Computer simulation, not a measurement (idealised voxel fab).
This is a process module. Its name is voxel ribs on slabs.
Square cell edge 5 nm, section width 290 nm, ID cut.
In this document a cross-section is written as a grid of square cells. It is given as a series of bands, listed from the top down, and a band is one or more rows of cells.
It is stipulated that each band's entry specify, in nanometres, the height of the top of the band and then that of its bottom, followed by the materials of the band in left-to-right sequence, each together with its width in nanometres. A single material marked by the word "everywhere" is understood to fill the band from edge to edge; the word "air" is understood to denote empty space.
Convention: height 0 is the level below which the wafer, as received, is all one material. The lowest band does not terminate at the bottom but continues downward, represented as "0 down".
A two-number width, for instance "30..40", indicates that the width is equal to the first number in the top row of the band and to the second number in the bottom row, and that it changes by a constant amount per row of cells.
No cell of the cross-section changed in a step that is given as "remained unchanged".
Entry "Cavities, closed". Content: empty spaces with no open connection to the top, size 8 cells or greater. Each: width x height at distance. Distance: from left edge. Unit: nm.
On each step's line, the part that comes after the settings is the simulator's own comment on the step.
overlay nm: how far to the right of its planned place the mask lay on this masked step (negative: to the left).
PROCESS STEPS (PLANNED)
step 1: op RECEIVE | material Si
step 2: op DIRECTIONAL_DEP | material SiO2 | thk nm 30
step 3: op DIRECTIONAL_DEP | material SiN | thk nm 15
step 4: op DIRECTIONAL_DEP | material aC | thk nm 15
step 5: op PATTERN | tone cover | mask id RIB | material resist | width nm 15 | thk nm 35 | overlay nm 0
step 6: op DIRECTIONAL_ETCH | etch materials aC | depth nm 15
step 7: op STRIP | etch materials resist
step 8: op DIRECTIONAL_ETCH | etch materials SiN | depth nm 10
step 9: op STRIP | etch materials aC
step 10: op DIRECTIONAL_DEP | material aC | thk nm 10
step 11: op PATTERN | tone cover | mask id SLAB | material resist | width nm 65 | thk nm 30 | overlay nm 0
step 12: op DIRECTIONAL_ETCH | etch materials aC | depth nm 10
step 13: op STRIP | etch materials resist
step 14: op DIRECTIONAL_ETCH | etch materials SiN | depth nm 5
step 15: op STRIP | etch materials aC
step 16: op FILL_DEP | material SiO2 | thk nm 25
step 17: op CMP | height nm 65
step 18: op DIRECTIONAL_DEP | material TiN | thk nm 10
step 19: op MASKED_ETCH | tone cover | mask id HEATER | width nm 25 | etch materials TiN | depth nm 10 | overlay nm 0
step 20: op CONFORMAL_DEP | material SiO2 | thk nm 5
SO THIS IS THE INCOMING WAFER IN CROSS-SECTION - IT'S ALREADY BEEN THROUGH STEP 1
> 0 down  Si everywhere
> Cavities, closed: none
FIRST OF TWO WAFERS, END-OF-MODULE SECTION, RUN FOLLOWED PLAN
> 80 to 75  air 125 nm, then SiO2 35 nm, then air 130 nm
> 75 to 70  air 125 nm, then SiO2 5 nm, then TiN 25 nm, then SiO2 5 nm, then air 130 nm
> 70 to 65  SiO2 130 nm, then TiN 25 nm, then SiO2 135 nm
> 65 to 45  SiO2 everywhere
> 45 to 35  SiO2 135 nm, then SiN 15 nm, then SiO2 140 nm
> 35 to 30  SiO2 110 nm, then SiN 65 nm, then SiO2 115 nm
> 30 to 0  SiO2 everywhere
> 0 down  Si everywhere
> Cavities, closed: none
CROSS-SECTION, WAFER TWO OF TWO, END OF MODULE: SAME START AND PLAN AS WAFER ONE, ONE ERROR IN EXECUTION
> 75 to 70  air 125 nm, then SiO2 35 nm, then air 130 nm
> 70 to 65  air 125 nm, then SiO2 5 nm, then TiN 25 nm, then SiO2 5 nm, then air 130 nm
> 65 to 60  SiO2 130 nm, then TiN 25 nm, then SiO2 135 nm
> 60 to 45  SiO2 everywhere
> 45 to 35  SiO2 135 nm, then SiN 15 nm, then SiO2 140 nm
> 35 to 30  SiO2 110 nm, then SiN 65 nm, then SiO2 115 nm
> 30 to 0  SiO2 everywhere
> 0 down  Si everywhere
> Cavities, closed: none
what went wrong: step 17 went in with a setting other than planned; the actual run was op CMP | height nm 60
The second wafer ends with more or fewer cells of some materials than the first, per final count: SiO2 -58
